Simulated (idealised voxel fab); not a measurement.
Process module heading - voxel self aligned contacts
Shown is cross-section cut, with a width of 225 nm and square cells of size 5 nm.
Cross-sections here: square-cell grids, written as top-down lists of bands, a band being one or more rows of cells.
Within each band entry, the heights of the top and of the bottom of the band appear first, in that order and in nm; the materials of the band then follow from left to right, each with its corresponding width in nm. The designation "throughout" on a single material indicates that it fills the band from edge to edge; the designation "air" indicates empty space.
Heights from 0 (as-received wafer is one material below). Bottom band endless downward, as "from 0 down".
Think of "30->40" as a width that walks from the first number to the second as you go down the band, top row to bottom row, taking equal-sized steps from row to row.
Take "no alterations made" at face value: in the step it is given for, the cross-section changed in none of its cells.
Heads up: "Sealed voids" only lists the empty pockets with no open path to the top that are 8 cells or more, and it writes them as width x height at distance, distance from the left edge, in nm.
Heads up: the bit after the settings on a step's line is the simulator's remark on that step.
overlay nm: how far to the right of its planned place the mask lay on this masked step (negative: to the left).

# This section lists the process steps that were planned
step 1: RECEIVE: material Si
step 2: OXIDIZE: depth nm 5
step 3: DIRECTIONAL_DEP: material polySi, thk nm 25
step 4: DIRECTIONAL_DEP: material SiN, thk nm 25
step 5: DIRECTIONAL_DEP: material aC, thk nm 10
step 6: PATTERN: tone cover, mask id GATE, material resist, width nm 35, pitch nm 80, thk nm 25, overlay nm 0
step 7: DIRECTIONAL_ETCH: etch materials aC, depth nm 10
step 8: STRIP: etch materials resist
step 9: DIRECTIONAL_ETCH: etch materials SiN, depth nm 25
step 10: DIRECTIONAL_ETCH: etch materials polySi, depth nm 25
step 11: STRIP: etch materials aC
step 12: CONFORMAL_DEP: material SiN, thk nm 10
step 13: DIRECTIONAL_ETCH: etch materials SiN, depth nm 10
step 14: FILL_DEP: material SiO2, thk nm 15
step 15: CMP: height nm 60
step 16: MASKED_ETCH: tone open, mask id CONTACT, width nm 65, pitch nm 80, etch materials SiO2, depth nm 65, overlay nm 0
step 17: CONFORMAL_DEP: material TiN, thk nm 5
step 18: FILL_DEP: material W, thk nm 10
step 19: CMP: height nm 60
step 20: CONFORMAL_DEP: material SiCN, thk nm 5

# Cross-section of the wafer at receipt, which is the condition after step 1
* from 0 down: Si throughout
* Sealed voids: none

# a wafer at the end: this start, this plan, one mistake
* from 65 to 60: SiCN throughout
* from 60 to 50: SiO2 40, then TiN 5->25, then W 55->20, then TiN 5->20, then SiO2 15, then TiN 5->25, then W 55->20, then TiN 5->20, then SiO2 40
* from 50 to 25: SiO2 10, then SiN 50, then TiN 5, then W 20, then TiN 5, then SiN 50, then TiN 5, then W 20, then TiN 5, then SiN 50, then SiO2 5
* from 25 to 0: SiO2 10, then SiN 10, then polySi 30, then SiN 10, then TiN 5, then W 20, then TiN 5, then SiN 10, then polySi 30, then SiN 10, then TiN 5, then W 20, then TiN 5, then SiN 10, then polySi 30, then SiN 10, then SiO2 5
* from 0 to -5: SiO2 60, then TiN 30, then SiO2 50, then TiN 30, then SiO2 55
* from -5 down: Si throughout
* Sealed voids: none
It is concluded that the wafer was processed incorrectly with respect to the plan, in that note that step 6 departed from the planned setting and was carried out as PATTERN: tone cover, mask id GATE, material resist, width nm 30, pitch nm 80, thk nm 25, overlay nm 0
